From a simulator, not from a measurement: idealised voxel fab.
Module name: voxel double patterning (process module)
For reference, the cross-section in this document is cut, with width 255 nm and square cells of 5 nm.
Cross-section layout: square cells on a grid; listed as bands, top to bottom; a band spans one or more cell rows. Per band: top height and bottom height in nm, followed by the left-to-right materials and their widths in nm; "throughout" marks a single material spanning edge to edge, "air" marks empty space. Height 0 is the level under which the wafer as received is all one material. The lowest band goes on downwards, as in "0 down". The expression "30 to 40" gives the width at the extremes of the band, the first number at its top row of cells and the second at its bottom row, with the width changing by equal amounts from each row to the next in between. Take "identical to before" at face value: in the step it is given for, the cross-section changed in none of its cells. So "Closed internal cavities" is basically the list of trapped voids: any empty space of 8 cells or more that can't reach the top through an opening. They're written width x height at distance, the distance being from the left edge, and it's all nm. Past the settings on a step's line: simulator remark, on that step. overlay nm: step with mask; distance mask lay right of planned place; negative value = left of planned place.

### Listed below are the process steps as planned
step 1: RECEIVE,material Si
step 2: CONFORMAL_DEP,material SiN,thk nm 10
step 3: DIRECTIONAL_DEP,material SiO2,thk nm 15
step 4: DIRECTIONAL_DEP,material SiCN,thk nm 5
step 5: DIRECTIONAL_DEP,material aC,thk nm 10
step 6: PATTERN,tone open,mask id FIRST,material resist,width nm 15,pitch nm 50,thk nm 25,overlay nm 0
step 7: DIRECTIONAL_ETCH,etch materials aC,depth nm 10
step 8: STRIP,etch materials resist
step 9: DIRECTIONAL_ETCH,etch materials SiCN,depth nm 5
step 10: STRIP,etch materials aC
step 11: MASKED_ETCH,tone open,mask id SECOND,width nm 15,etch materials SiCN,depth nm 5,overlay nm 0
step 12: DIRECTIONAL_ETCH,etch materials SiO2,depth nm 15
step 13: STRIP,etch materials SiCN

### Account of the first of two wafers, which was processed as intended

### As-received wafer cross-section (after step 1)
    0 down | Si throughout
    Closed internal cavities: none

### After step 2: wafer cross-section
    10 to 0 | SiN throughout
    Below 0, the layers are the same as they were.

### After step 3: wafer cross-section
    25 to 10 | SiO2 throughout
    Below 10, the layers are the same as they were.

### After step 4: wafer cross-section
    30 to 25 | SiCN throughout
    Below 25, the layers are the same as they were.

### After step 5: wafer cross-section
    40 to 30 | aC throughout
    Below 30, the layers are the same as they were.

### After step 6: wafer cross-section
    65 to 40 | resist (95) / air (15) / resist (35) / air (15) / resist (95)
    Below 40, the layers are the same as they were.

### After step 7: wafer cross-section
    55 to 40 | resist (95) / air (15) / resist (35) / air (15) / resist (95)
    40 to 30 | aC (95) / air (15) / aC (35) / air (15) / aC (95)
    Below 30, the layers are the same as they were.

### After step 8: wafer cross-section
    40 to 30 | aC (95) / air (15) / aC (35) / air (15) / aC (95)
    Below 30, the layers are the same as they were.

### After step 9: wafer cross-section
    40 to 30 | aC (95) / air (15) / aC (35) / air (15) / aC (95)
    30 to 25 | SiCN (95) / air (15) / SiCN (35) / air (15) / SiCN (95)
    Below 25, the layers are the same as they were.

### After step 10: wafer cross-section
    30 to 25 | SiCN (95) / air (15) / SiCN (35) / air (15) / SiCN (95)
    Below 25, the layers are the same as they were.

### After step 11: wafer cross-section
    30 to 25 | SiCN (95) / air (15) / SiCN (10) / air (15) / SiCN (10) / air (15) / SiCN (95)
    Below 25, the layers are the same as they were.

### After step 12: wafer cross-section
    30 to 25 | SiCN (95) / air (15) / SiCN (10) / air (15) / SiCN (10) / air (15) / SiCN (95)
    25 to 10 | SiO2 (95) / air (15) / SiO2 (10) / air (15) / SiO2 (10) / air (15) / SiO2 (95)
    Below 10, the layers are the same as they were.

### After step 13: wafer cross-section
    25 to 10 | SiO2 (95) / air (15) / SiO2 (10) / air (15) / SiO2 (10) / air (15) / SiO2 (95)
    Below 10, the layers are the same as they were.

### Wafer two of two - same starting point, same process plan, one mistake in execution; matches wafer one up to and including step 10

### Cross-section of the second wafer corresponding to the planned conclusion of step 11
    30 to 25 | SiCN (95) / air (15) / SiCN (10) / air (20) / SiCN (5) / air (15) / SiCN (95)
    Below 25, the layers are the same as they were.

### Cross-section of the second wafer corresponding to the planned conclusion of step 12
    30 to 25 | SiCN (95) / air (15) / SiCN (10) / air (20) / SiCN (5) / air (15) / SiCN (95)
    25 to 10 | SiO2 (95) / air (15) / SiO2 (10) / air (20) / SiO2 (5) / air (15) / SiO2 (95)
    Below 10, the layers are the same as they were.

### Cross-section of the second wafer corresponding to the planned conclusion of step 13
    25 to 10 | SiO2 (95) / air (15) / SiO2 (10) / air (20) / SiO2 (5) / air (15) / SiO2 (95)
    Below 10, the layers are the same as they were.
So what did we get wrong on this run? not per plan at step 11, really ran MASKED_ETCH,tone open,mask id SECOND,width nm 20,etch materials SiCN,depth nm 5,overlay nm 0
End of process, cell counts, second wafer against first, materials with more or fewer: SiO2 -3
